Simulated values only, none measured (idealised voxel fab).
voxel wiring stack: a process module
Displayed cross-section: cut, width of 185 nm, square cells sized 5 nm.
Cross-sections here: square-cell grids, written as top-down lists of bands, a band being one or more rows of cells.
Read a band's entry like this: the first values are the height of its top and the height of its bottom in nm, and what follows is the sequence of materials from left to right, each with its width in nm. Note that "blank" is empty space, and that a single material marked "edge to edge" reaches across the band from edge to edge.
We count height from 0. Below that, the starting wafer is all one material. The lowest band never ends at the bottom but goes on down; see "0 down" for how that is written.
Width spec "30..40" -> top row of cells at first value, bottom row at second value, equal per-row change in between.
Where the words "nothing changed" appear for a step, the cross-section shows no cell changed by that step; every cell remained as before.
You'll see "Sealed cavities" listing empty spaces that have no way open to the top, as long as they're 8 cells or more; the notation is width x height at distance, where the distance is from the left edge, and all of it is in nm.
Past the settings on a step's line: simulator remark, on that step.
A step line may carry the setting "overlay nm", which, for steps involving a mask, states the distance by which the mask lay to the right of its intended position; negative values denote displacement to the left.
# This section lists the process steps that were planned
step 1: RECEIVE, material Si
step 2: CONFORMAL_DEP, material SiO2, thk nm 10
step 3: DIRECTIONAL_DEP, material TiN, thk nm 5
step 4: DIRECTIONAL_DEP, material Ru, thk nm 25
step 5: MASKED_ETCH, tone cover, mask id METAL_1, width nm 20, pitch nm 45, etch materials Ru, depth nm 25, overlay nm 0
step 6: MASKED_ETCH, tone cover, mask id METAL_1, width nm 20, pitch nm 45, etch materials TiN, depth nm 5, overlay nm 0
step 7: CONFORMAL_DEP, material SiCN, thk nm 5
step 8: FILL_DEP, material SiO2, thk nm 10
step 9: CMP, height nm 40
step 10: CONFORMAL_DEP, material SiCN, thk nm 5
step 11: DIRECTIONAL_DEP, material SiO2, thk nm 15
step 12: MASKED_ETCH, tone open, mask id PLUG_1, width nm 15, pitch nm 45, etch materials SiO2, depth nm 15, overlay nm 0
step 13: MASKED_ETCH, tone open, mask id PLUG_1, width nm 15, pitch nm 45, etch materials SiCN, depth nm 5, overlay nm 0
step 14: EPI, material Ru, thk nm 10
step 15: EPI, material Ru, thk nm 10
step 16: DIRECTIONAL_DEP, material TiN, thk nm 5
step 17: DIRECTIONAL_DEP, material Ru, thk nm 20
step 18: DIRECTIONAL_DEP, material aC, thk nm 15
step 19: PATTERN, tone cover, mask id METAL_2, material resist, width nm 20, pitch nm 45, thk nm 30, overlay nm 0
step 20: DIRECTIONAL_ETCH, etch materials aC, depth nm 15
step 21: STRIP, etch materials resist
step 22: DIRECTIONAL_ETCH, etch materials Ru, depth nm 20
step 23: DIRECTIONAL_ETCH, etch materials TiN, depth nm 5
step 24: STRIP, etch materials aC
step 25: FILL_DEP, material lowk, thk nm 5
step 26: CMP, height nm 75
step 27: CONFORMAL_DEP, material SiCN, thk nm 5
Keep in mind the plan's value for the height nm of step 26 comes from the first wafer; the wafers don't share that setting, but they do share the same starting point.
# Received condition of the first of several wafers, sectioned: post-step 1
> 0 down = Si edge to edge
> Sealed cavities: none
# First wafer of several, cross-section, module end, after step 27 (last)
> 80 to 75 = SiCN edge to edge
> 75 to 65 = 35 of lowk  20 of Ru  25 of lowk  20 of Ru  25 of lowk  20 of Ru  40 of lowk
> 65 to 60 = 35 of lowk  20 of TiN  25 of lowk  20 of TiN  25 of lowk  20 of TiN  40 of lowk
> 60 to 45 = 35 of SiO2  15 of Ru  30 of SiO2  15 of Ru  30 of SiO2  15 of Ru  45 of SiO2
> 45 to 40 = 35 of SiCN  15 of Ru  30 of SiCN  15 of Ru  30 of SiCN  15 of Ru  45 of SiCN
> 40 to 15 = 30 of SiO2  5 of SiCN  20 of Ru  5 of SiCN  15 of SiO2  5 of SiCN  20 of Ru  5 of SiCN  15 of SiO2  5 of SiCN  20 of Ru  5 of SiCN  35 of SiO2
> 15 to 10 = 35 of SiCN  20 of TiN  25 of SiCN  20 of TiN  25 of SiCN  20 of TiN  40 of SiCN
> 10 to 0 = SiO2 edge to edge
> 0 down = Si edge to edge
> Sealed cavities: none
# Showing the last wafer in cross-section at the end of the module
> 95 to 90 = SiCN edge to edge
> 90 to 85 = lowk edge to edge
> 85 to 65 = 35 of lowk  20 of Ru  25 of lowk  20 of Ru  25 of lowk  20 of Ru  40 of lowk
> 65 to 60 = 35 of lowk  20 of TiN  25 of lowk  20 of TiN  25 of lowk  20 of TiN  40 of lowk
> 60 to 45 = 35 of SiO2  15 of Ru  30 of SiO2  15 of Ru  30 of SiO2  15 of Ru  45 of SiO2
> 45 to 40 = 35 of SiCN  15 of Ru  30 of SiCN  15 of Ru  30 of SiCN  15 of Ru  45 of SiCN
> 40 to 15 = 30 of SiO2  5 of SiCN  20 of Ru  5 of SiCN  15 of SiO2  5 of SiCN  20 of Ru  5 of SiCN  15 of SiO2  5 of SiCN  20 of Ru  5 of SiCN  35 of SiO2
> 15 to 10 = 35 of SiCN  20 of TiN  25 of SiCN  20 of TiN  25 of SiCN  20 of TiN  40 of SiCN
> 10 to 0 = SiO2 edge to edge
> 0 down = Si edge to edge
> Sealed cavities: none
# Every row in this table is a wafer at the end of the module, and it gives, for each of the materials, the cells that wafer has gained (+) or lost (-) since it was received, then its closed voids
height nm 75, +120 Ru, +120 SiCN, +253 SiO2, +24 TiN, +75 lowk, Sealed cavities: none
height nm 80, +132 Ru, +120 SiCN, +253 SiO2, +24 TiN, +100 lowk, Sealed cavities: none
height nm 85, +144 Ru, +120 SiCN, +253 SiO2, +24 TiN, +125 lowk, Sealed cavities: none
height nm 90, +144 Ru, +120 SiCN, +253 SiO2, +24 TiN, +162 lowk, Sealed cavities: none
